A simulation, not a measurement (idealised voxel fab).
Documented hereafter: the process module known as voxel spacer lines.
This is section cut - it's 270 nm across, gridded in 5 nm square cells.
Just so we're on the same page, the cross-sections are grids of square cells, and they're listed out in bands top to bottom, each band one or more rows deep. The entry gives the band's vertical extent as a top height and a bottom height in nm, then its horizontal make-up as materials from left to right, each with a width in nm. "empty" stands for empty space; a single material marked "edge to edge" fills the band edge to edge. Basically, 0 is our baseline, since under it the wafer straight out of the box is all one material. The bottom band has no lower end and keeps on going down, so it looks like "0 -> down". Read "30 to 40" as a graded width: first number on top, second number at the bottom, same change between each pair of neighbouring rows. Given "nothing changed" for a step, no cell of the cross-section differs between before and after that step. For the entry "Enclosed cavities", the listed items are empty spaces with no open way to the top whose size is 8 cells or more; each item follows the pattern width x height at distance, where distance is from the left edge and all three are in nm. Read whatever lies past the settings on a step's line as the simulator's own remark about the step. The optional step-line setting "overlay nm" applies to steps with a mask and quantifies how far to the right of its planned location the mask lay, a negative value indicating leftward placement.
[Below is the list of planned process steps]
step 1: RECEIVE, material Si
step 2: CONFORMAL_DEP, material SiO2, thk nm 10
step 3: DIRECTIONAL_DEP, material W, thk nm 15
step 4: DIRECTIONAL_DEP, material polySi, thk nm 30
step 5: PATTERN, tone cover, mask id MANDREL, material resist, width nm 25, pitch nm 80, thk nm 40, overlay nm 0
step 6: DIRECTIONAL_ETCH, etch materials polySi, depth nm 30
step 7: STRIP, etch materials resist
step 8: CONFORMAL_DEP, material SiN, thk nm 15
step 9: DIRECTIONAL_ETCH, etch materials SiN, depth nm 15
step 10: STRIP, etch materials polySi
step 11: DIRECTIONAL_ETCH, etch materials W, depth nm 15
step 12: STRIP, etch materials SiN
step 13: FILL_DEP, material SiO2, thk nm 10
step 14: CMP, height nm 25
[Wafer as received: cross-section following step 1]
	0 -> down  Si edge to edge
	Enclosed cavities: none
[The module was run from the start shown above using the plan shown above, but one mistake was made doing it; the resulting wafer cross-section is below]
	25 -> 10  polySi edge to edge
	10 -> 0  SiO2 edge to edge
	0 -> down  Si edge to edge
	Enclosed cavities: none
Nonconformance to the process plan: steps 3 and 4 got flipped, so each one ran where the other should have
